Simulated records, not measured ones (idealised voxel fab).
process module | voxel transistor to metal
cross-section cut | 160 nm wide | cells 5 nm
A cross-section is a grid of square cells, given in bands from the top down. A band is one or more rows of cells.
Each band's line starts with the height of the band's top and of its bottom, in nm. Then come its materials from left to right, each with its width in nm. One material with "throughout" fills the band from edge to edge. "air" is empty space.
Height 0 is the level under which the wafer as received is all one material. The lowest band goes on downwards, as in "0 down".
A width such as "30 to 40" changes by the same amount from each row of cells to the next, from the band's top row to its bottom row.
"no change" after a step means that no cell of the cross-section changed.
closed voids: empty space of 8 cells or more with no open way to the top, each as width x height at its distance from the left edge, in nm
after a step's settings: what the simulator itself notes on the step
overlay nm, on a step with a mask: how far to the right of its planned place the mask lay; to the left if negative
plan
1 op RECEIVE | material Si
2 op CONFORMAL_DEP | material SiO2 | thk nm 5
3 op CONFORMAL_DEP | material SiN | thk nm 10
4 op MASKED_ETCH | tone cover | mask id ACTIVE | width nm 125 | etch materials SiN | depth nm 10 | overlay nm 0
5 op MASKED_ETCH | tone cover | mask id ACTIVE | width nm 125 | etch materials SiO2 | depth nm 5 | overlay nm 0
6 op MASKED_ETCH | tone cover | mask id ACTIVE | width nm 125 | etch materials Si | depth nm 20 | overlay nm 0
7 op OXIDIZE | depth nm 5
8 op FILL_DEP | material SiO2 | thk nm 5
9 op CMP | height nm 15
10 op SELECTIVE_ETCH | etch materials SiO2 | depth nm 10
11 op STRIP | etch materials SiN
12 op SELECTIVE_ETCH | etch materials SiO2 | depth nm 5
13 op OXIDIZE | depth nm 5
14 op DIRECTIONAL_DEP | material polySi | thk nm 25
15 op DIRECTIONAL_DEP | material SiCN | thk nm 15
16 op PATTERN | tone cover | mask id GATE | material resist | width nm 35 | thk nm 15 | overlay nm 0
17 op DIRECTIONAL_ETCH | etch materials SiCN | depth nm 25
18 op DIRECTIONAL_ETCH | etch materials polySi | depth nm 35
19 op STRIP | etch materials resist
20 op CONFORMAL_DEP | material SiO2 | thk nm 5
21 op DIRECTIONAL_ETCH | etch materials SiO2 | depth nm 5
22 op CONFORMAL_DEP | material SiN | thk nm 10
23 op DIRECTIONAL_ETCH | etch materials SiN | depth nm 10
24 op DIRECTIONAL_ETCH | etch materials SiO2 | depth nm 5
25 op EPI | material SiGe | thk nm 5
26 op FILL_DEP | material SiO2 | thk nm 5
27 op CMP | height nm 25
28 op STRIP | etch materials polySi
29 op SELECTIVE_ETCH | etch materials SiO2 | depth nm 5
30 op CONFORMAL_DEP | material HfO2 | thk nm 5
31 op CONFORMAL_DEP | material TiN | thk nm 5
32 op FILL_DEP | material W | thk nm 10
33 op CMP | height nm 20
34 op DIRECTIONAL_DEP | material SiO2 | thk nm 15
35 op MASKED_ETCH | tone open | mask id CONTACT | width nm 20 | pitch nm 85 | etch materials SiO2 | depth nm 35 | overlay nm 0
36 op CONFORMAL_DEP | material TiN | thk nm 5
37 op FILL_DEP | material Ru | thk nm 5
38 op CMP | height nm 35
39 op CONFORMAL_DEP | material SiCN | thk nm 5
40 op DIRECTIONAL_DEP | material SiO2 | thk nm 20
41 op DIRECTIONAL_DEP | material aC | thk nm 10
42 op PATTERN | tone open | mask id METAL_1 | material resist | width nm 20 | pitch nm 85 | thk nm 25 | overlay nm 0
43 op DIRECTIONAL_ETCH | etch materials aC | depth nm 10
44 op STRIP | etch materials resist
45 op DIRECTIONAL_ETCH | etch materials SiO2 | depth nm 20
46 op DIRECTIONAL_ETCH | etch materials SiCN | depth nm 5
47 op STRIP | etch materials aC
48 op CONFORMAL_DEP | material TiN | thk nm 5
49 op FILL_DEP | material Cu | thk nm 5
50 op CMP | height nm 60
51 op CONFORMAL_DEP | material SiCN | thk nm 5
52 op DIRECTIONAL_DEP | material lowk | thk nm 25
53 op PATTERN | tone open | mask id METAL_2 | material resist | width nm 20 | pitch nm 85 | thk nm 20 | overlay nm 0
54 op DIRECTIONAL_ETCH | etch materials lowk | depth nm 15
55 op STRIP | etch materials resist
56 op MASKED_ETCH | tone open | mask id METAL_2_HOLES | width nm 15 | pitch nm 85 | etch materials lowk | depth nm 10 | overlay nm 0
57 op MASKED_ETCH | tone open | mask id METAL_2_HOLES | width nm 15 | pitch nm 85 | etch materials SiCN | depth nm 5 | overlay nm 0
58 op CONFORMAL_DEP | material TiN | thk nm 5
59 op FILL_DEP | material Cu | thk nm 10
60 op CMP | height nm 90
61 op CONFORMAL_DEP | material SiN | thk nm 5
first wafer, as planned
as received, after step 1
  0 down: Si throughout
  closed voids: none
after step 2
  5 to 0: SiO2 throughout
  below 0: unchanged
after step 3
  15 to 5: SiN throughout
  below 5: unchanged
after step 4
  15 to 5: air 15 | SiN 125 | air 20
  below 5: unchanged
after step 5
  15 to 5: air 15 | SiN 125 | air 20
  5 to 0: air 15 | SiO2 125 | air 20
  below 0: unchanged
after step 6
  15 to 5: air 15 | SiN 125 | air 20
  5 to 0: air 15 | SiO2 125 | air 20
  0 to -20: air 15 | Si 125 | air 20
  below -20: unchanged
after step 7
  15 to 5: air 15 | SiN 125 | air 20
  5 to 0: air 15 | SiO2 125 | air 20
  0 to -20: air 15 | SiO2 5 | Si 115 | SiO2 5 | air 20
  -20 to -25: SiO2 20 | Si 115 | SiO2 25
  below -25: unchanged
after step 8
  20 to 15: SiO2 throughout
  15 to 5: SiO2 15 | SiN 125 | SiO2 20
  5 to 0: SiO2 throughout
  0 to -25: SiO2 20 | Si 115 | SiO2 25
  below -25: unchanged
after step 9
  15 to 5: SiO2 15 | SiN 125 | SiO2 20
  below 5: unchanged
after step 10
  15 to 5: air 15 | SiN 125 | air 20
  below 5: unchanged
after step 11
  5 to 0: SiO2 throughout
  below 0: unchanged
after step 12
  0 to -25: SiO2 20 | Si 115 | SiO2 25
  below -25: unchanged
after step 13
  0 to -5: SiO2 throughout
  below -5: unchanged
after step 14
  25 to 0: polySi throughout
  below 0: unchanged
after step 15
  40 to 25: SiCN throughout
  below 25: unchanged
after step 16
  55 to 40: air 60 | resist 35 | air 65
  below 40: unchanged
after step 17
  55 to 40: air 60 | resist 35 | air 65
  40 to 25: air 60 | SiCN 35 | air 65
  below 25: unchanged
after step 18
  55 to 40: air 60 | resist 35 | air 65
  40 to 25: air 60 | SiCN 35 | air 65
  25 to 0: air 60 | polySi 35 | air 65
  below 0: unchanged
after step 19
  40 to 25: air 60 | SiCN 35 | air 65
  below 25: unchanged
after step 20
  45 to 40: air 55 | SiO2 45 | air 60
  40 to 25: air 55 | SiO2 5 | SiCN 35 | SiO2 5 | air 60
  25 to 5: air 55 | SiO2 5 | polySi 35 | SiO2 5 | air 60
  5 to 0: SiO2 60 | polySi 35 | SiO2 65
  below 0: unchanged
after step 21
  40 to 25: air 55 | SiO2 5 | SiCN 35 | SiO2 5 | air 60
  25 to 0: air 55 | SiO2 5 | polySi 35 | SiO2 5 | air 60
  below 0: unchanged
after step 22
  50 to 40: air 45 | SiN 65 | air 50
  40 to 25: air 45 | SiN 10 | SiO2 5 | SiCN 35 | SiO2 5 | SiN 10 | air 50
  25 to 10: air 45 | SiN 10 | SiO2 5 | polySi 35 | SiO2 5 | SiN 10 | air 50
  10 to 0: SiN 55 | SiO2 5 | polySi 35 | SiO2 5 | SiN 60
  below 0: unchanged
after step 23
  40 to 25: air 45 | SiN 10 | SiO2 5 | SiCN 35 | SiO2 5 | SiN 10 | air 50
  25 to 0: air 45 | SiN 10 | SiO2 5 | polySi 35 | SiO2 5 | SiN 10 | air 50
  below 0: unchanged
after step 24
  40 to 35: air 45 | SiN 10 | air 5 | SiCN 35 | air 5 | SiN 10 | air 50
  35 to 25: air 45 | SiN 10 | SiO2 5 | SiCN 35 | SiO2 5 | SiN 10 | air 50
  25 to 0: air 45 | SiN 10 | SiO2 5 | polySi 35 | SiO2 5 | SiN 10 | air 50
  0 to -5: air 45 | SiO2 65 | air 50
  below -5: unchanged
after step 25
  40 to 35: air 45 | SiN 10 | air 5 | SiCN 35 | air 5 | SiN 10 | air 50
  35 to 25: air 45 | SiN 10 | SiO2 5 | SiCN 35 | SiO2 5 | SiN 10 | air 50
  25 to 0: air 45 | SiN 10 | SiO2 5 | polySi 35 | SiO2 5 | SiN 10 | air 50
  0 to -5: air 15 | SiGe 30 | SiO2 65 | SiGe 30 | air 20
  below -5: unchanged
after step 26
  45 to 40: SiO2 throughout
  40 to 25: SiO2 45 | SiN 10 | SiO2 5 | SiCN 35 | SiO2 5 | SiN 10 | SiO2 50
  25 to 0: SiO2 45 | SiN 10 | SiO2 5 | polySi 35 | SiO2 5 | SiN 10 | SiO2 50
  0 to -5: SiO2 15 | SiGe 30 | SiO2 65 | SiGe 30 | SiO2 20
  below -5: unchanged
after step 27
  25 to 0: SiO2 45 | SiN 10 | SiO2 5 | polySi 35 | SiO2 5 | SiN 10 | SiO2 50
  below 0: unchanged
after step 28
  25 to 0: SiO2 45 | SiN 10 | SiO2 5 | air 35 | SiO2 5 | SiN 10 | SiO2 50
  below 0: unchanged
after step 29
  25 to 20: air 45 | SiN 10 | air 45 | SiN 10 | air 50
  20 to 0: SiO2 45 | SiN 10 | air 45 | SiN 10 | SiO2 50
  0 to -5: SiO2 15 | SiGe 30 | SiO2 10 | air 45 | SiO2 10 | SiGe 30 | SiO2 20
  below -5: unchanged
after step 30
  30 to 25: air 40 | HfO2 20 | air 35 | HfO2 20 | air 45
  25 to 20: HfO2 45 | SiN 10 | HfO2 5 | air 35 | HfO2 5 | SiN 10 | HfO2 50
  20 to 0: SiO2 45 | SiN 10 | HfO2 5 | air 35 | HfO2 5 | SiN 10 | SiO2 50
  0 to -5: SiO2 15 | SiGe 30 | SiO2 10 | HfO2 45 | SiO2 10 | SiGe 30 | SiO2 20
  below -5: unchanged
after step 31
  35 to 30: air 35 | TiN 30 | air 25 | TiN 30 | air 40
  30 to 25: TiN 40 | HfO2 20 | TiN 5 | air 25 | TiN 5 | HfO2 20 | TiN 45
  25 to 20: HfO2 45 | SiN 10 | HfO2 5 | TiN 5 | air 25 | TiN 5 | HfO2 5 | SiN 10 | HfO2 50
  20 to 5: SiO2 45 | SiN 10 | HfO2 5 | TiN 5 | air 25 | TiN 5 | HfO2 5 | SiN 10 | SiO2 50
  5 to 0: SiO2 45 | SiN 10 | HfO2 5 | TiN 35 | HfO2 5 | SiN 10 | SiO2 50
  below 0: unchanged
after step 32
  45 to 35: W throughout
  35 to 30: W 35 | TiN 30 | W 25 | TiN 30 | W 40
  30 to 25: TiN 40 | HfO2 20 | TiN 5 | W 25 | TiN 5 | HfO2 20 | TiN 45
  25 to 20: HfO2 45 | SiN 10 | HfO2 5 | TiN 5 | W 25 | TiN 5 | HfO2 5 | SiN 10 | HfO2 50
  20 to 5: SiO2 45 | SiN 10 | HfO2 5 | TiN 5 | W 25 | TiN 5 | HfO2 5 | SiN 10 | SiO2 50
  below 5: unchanged
after step 33
  20 to 5: SiO2 45 | SiN 10 | HfO2 5 | TiN 5 | W 25 | TiN 5 | HfO2 5 | SiN 10 | SiO2 50
  below 5: unchanged
after step 34
  35 to 20: SiO2 throughout
  below 20: unchanged
after step 35
  35 to 20: SiO2 25 | air 20 | SiO2 65 | air 20 | SiO2 30
  20 to 5: SiO2 25 | air 20 | SiN 10 | HfO2 5 | TiN 5 | W 25 | TiN 5 | HfO2 5 | SiN 10 | air 20 | SiO2 30
  5 to 0: SiO2 25 | air 20 | SiN 10 | HfO2 5 | TiN 35 | HfO2 5 | SiN 10 | air 20 | SiO2 30
  below 0: unchanged
after step 36
  40 to 35: TiN 30 | air 10 | TiN 75 | air 10 | TiN 35
  35 to 20: SiO2 25 | TiN 5 | air 10 | TiN 5 | SiO2 65 | TiN 5 | air 10 | TiN 5 | SiO2 30
  20 to 5: SiO2 25 | TiN 5 | air 10 | TiN 5 | SiN 10 | HfO2 5 | TiN 5 | W 25 | TiN 5 | HfO2 5 | SiN 10 | TiN 5 | air 10 | TiN 5 | SiO2 30
  5 to 0: SiO2 25 | TiN 20 | SiN 10 | HfO2 5 | TiN 35 | HfO2 5 | SiN 10 | TiN 20 | SiO2 30
  below 0: unchanged
after step 37
  45 to 40: Ru throughout
  40 to 35: TiN 30 | Ru 10 | TiN 75 | Ru 10 | TiN 35
  35 to 20: SiO2 25 | TiN 5 | Ru 10 | TiN 5 | SiO2 65 | TiN 5 | Ru 10 | TiN 5 | SiO2 30
  20 to 5: SiO2 25 | TiN 5 | Ru 10 | TiN 5 | SiN 10 | HfO2 5 | TiN 5 | W 25 | TiN 5 | HfO2 5 | SiN 10 | TiN 5 | Ru 10 | TiN 5 | SiO2 30
  below 5: unchanged
after step 38
  35 to 20: SiO2 25 | TiN 5 | Ru 10 | TiN 5 | SiO2 65 | TiN 5 | Ru 10 | TiN 5 | SiO2 30
  below 20: unchanged
after step 39
  40 to 35: SiCN throughout
  below 35: unchanged
after step 40
  60 to 40: SiO2 throughout
  below 40: unchanged
after step 41
  70 to 60: aC throughout
  below 60: unchanged
after step 42
  95 to 70: resist 25 | air 20 | resist 65 | air 20 | resist 30
  below 70: unchanged
after step 43
  85 to 70: resist 25 | air 20 | resist 65 | air 20 | resist 30
  70 to 60: aC 25 | air 20 | aC 65 | air 20 | aC 30
  below 60: unchanged
after step 44
  70 to 60: aC 25 | air 20 | aC 65 | air 20 | aC 30
  below 60: unchanged
after step 45
  70 to 60: aC 25 | air 20 | aC 65 | air 20 | aC 30
  60 to 40: SiO2 25 | air 20 | SiO2 65 | air 20 | SiO2 30
  below 40: unchanged
after step 46
  70 to 60: aC 25 | air 20 | aC 65 | air 20 | aC 30
  60 to 40: SiO2 25 | air 20 | SiO2 65 | air 20 | SiO2 30
  40 to 35: SiCN 25 | air 20 | SiCN 65 | air 20 | SiCN 30
  below 35: unchanged
after step 47
  60 to 40: SiO2 25 | air 20 | SiO2 65 | air 20 | SiO2 30
  below 40: unchanged
after step 48
  65 to 60: TiN 30 | air 10 | TiN 75 | air 10 | TiN 35
  60 to 40: SiO2 25 | TiN 5 | air 10 | TiN 5 | SiO2 65 | TiN 5 | air 10 | TiN 5 | SiO2 30
  40 to 35: SiCN 25 | TiN 20 | SiCN 65 | TiN 20 | SiCN 30
  below 35: unchanged
after step 49
  70 to 65: Cu throughout
  65 to 60: TiN 30 | Cu 10 | TiN 75 | Cu 10 | TiN 35
  60 to 40: SiO2 25 | TiN 5 | Cu 10 | TiN 5 | SiO2 65 | TiN 5 | Cu 10 | TiN 5 | SiO2 30
  below 40: unchanged
after step 50
  60 to 40: SiO2 25 | TiN 5 | Cu 10 | TiN 5 | SiO2 65 | TiN 5 | Cu 10 | TiN 5 | SiO2 30
  below 40: unchanged
after step 51
  65 to 60: SiCN throughout
  below 60: unchanged
after step 52
  90 to 65: lowk throughout
  below 65: unchanged
after step 53
  110 to 90: resist 25 | air 20 | resist 65 | air 20 | resist 30
  below 90: unchanged
after step 54
  110 to 90: resist 25 | air 20 | resist 65 | air 20 | resist 30
  90 to 75: lowk 25 | air 20 | lowk 65 | air 20 | lowk 30
  below 75: unchanged
after step 55
  90 to 75: lowk 25 | air 20 | lowk 65 | air 20 | lowk 30
  below 75: unchanged
after step 56
  90 to 75: lowk 25 | air 20 | lowk 65 | air 20 | lowk 30
  75 to 65: lowk 25 | air 15 | lowk 70 | air 15 | lowk 35
  below 65: unchanged
after step 57
  90 to 75: lowk 25 | air 20 | lowk 65 | air 20 | lowk 30
  75 to 65: lowk 25 | air 15 | lowk 70 | air 15 | lowk 35
  65 to 60: SiCN 25 | air 15 | SiCN 70 | air 15 | SiCN 35
  below 60: unchanged
after step 58
  95 to 90: TiN 30 | air 10 | TiN 75 | air 10 | TiN 35
  90 to 80: lowk 25 | TiN 5 | air 10 | TiN 5 | lowk 65 | TiN 5 | air 10 | TiN 5 | lowk 30
  80 to 75: lowk 25 | TiN 5 | air 5 | TiN 10 | lowk 65 | TiN 5 | air 5 | TiN 10 | lowk 30
  75 to 65: lowk 25 | TiN 5 | air 5 | TiN 5 | lowk 70 | TiN 5 | air 5 | TiN 5 | lowk 35
  65 to 60: SiCN 25 | TiN 15 | SiCN 70 | TiN 15 | SiCN 35
  below 60: unchanged
after step 59
  105 to 95: Cu throughout
  95 to 90: TiN 30 | Cu 10 | TiN 75 | Cu 10 | TiN 35
  90 to 80: lowk 25 | TiN 5 | Cu 10 | TiN 5 | lowk 65 | TiN 5 | Cu 10 | TiN 5 | lowk 30
  80 to 75: lowk 25 | TiN 5 | Cu 5 | TiN 10 | lowk 65 | TiN 5 | Cu 5 | TiN 10 | lowk 30
  75 to 65: lowk 25 | TiN 5 | Cu 5 | TiN 5 | lowk 70 | TiN 5 | Cu 5 | TiN 5 | lowk 35
  below 65: unchanged
after step 60
  90 to 80: lowk 25 | TiN 5 | Cu 10 | TiN 5 | lowk 65 | TiN 5 | Cu 10 | TiN 5 | lowk 30
  below 80: unchanged
after step 61
  95 to 90: SiN throughout
  below 90: unchanged
second wafer: like start, like plan, one mistake. Through step 55 it matches the first wafer
when step 56 should have ended
  90 to 80: lowk 20 | air 25 | lowk 60 | air 25 | lowk 30
  80 to 75: lowk 25 | air 20 | lowk 65 | air 20 | lowk 30
  75 to 65: lowk 25 | air 10 | lowk 75 | air 10 | lowk 40
  below 65: unchanged
when step 57 should have ended
  90 to 80: lowk 20 | air 25 | lowk 60 | air 25 | lowk 30
  80 to 75: lowk 25 | air 20 | lowk 65 | air 20 | lowk 30
  75 to 65: lowk 25 | air 10 | lowk 75 | air 10 | lowk 40
  65 to 60: SiCN 25 | air 10 | SiCN 75 | air 10 | SiCN 40
  below 60: unchanged
when step 58 should have ended
  95 to 90: TiN 25 | air 15 | TiN 70 | air 15 | TiN 35
  90 to 80: lowk 20 | TiN 5 to 10 | air 15 to 10 | TiN 5 | lowk 60 | TiN 5 to 10 | air 15 to 10 | TiN 5 | lowk 30
  80 to 75: lowk 25 | TiN 20 | lowk 65 | TiN 20 | lowk 30
  75 to 65: lowk 25 | TiN 10 | lowk 75 | TiN 10 | lowk 40
  65 to 60: SiCN 25 | TiN 10 | SiCN 75 | TiN 10 | SiCN 40
  below 60: unchanged
when step 59 should have ended
  105 to 95: Cu throughout
  95 to 90: TiN 25 | Cu 15 | TiN 70 | Cu 15 | TiN 35
  90 to 80: lowk 20 | TiN 5 to 10 | Cu 15 to 10 | TiN 5 | lowk 60 | TiN 5 to 10 | Cu 15 to 10 | TiN 5 | lowk 30
  below 80: unchanged
when step 60 should have ended
  90 to 80: lowk 20 | TiN 5 to 10 | Cu 15 to 10 | TiN 5 | lowk 60 | TiN 5 to 10 | Cu 15 to 10 | TiN 5 | lowk 30
  below 80: unchanged
when step 61 should have ended
  95 to 90: SiN throughout
  below 90: unchanged
what went wrong: step 56 ran as: op MASKED_ETCH | tone open | mask id METAL_2_HOLES | width nm 15 | pitch nm 85 | etch materials lowk | depth nm 10 | overlay nm -5
at the end the second wafer has, in cells: 4 fewer of Cu | 2 more of SiCN | 2 more of TiN
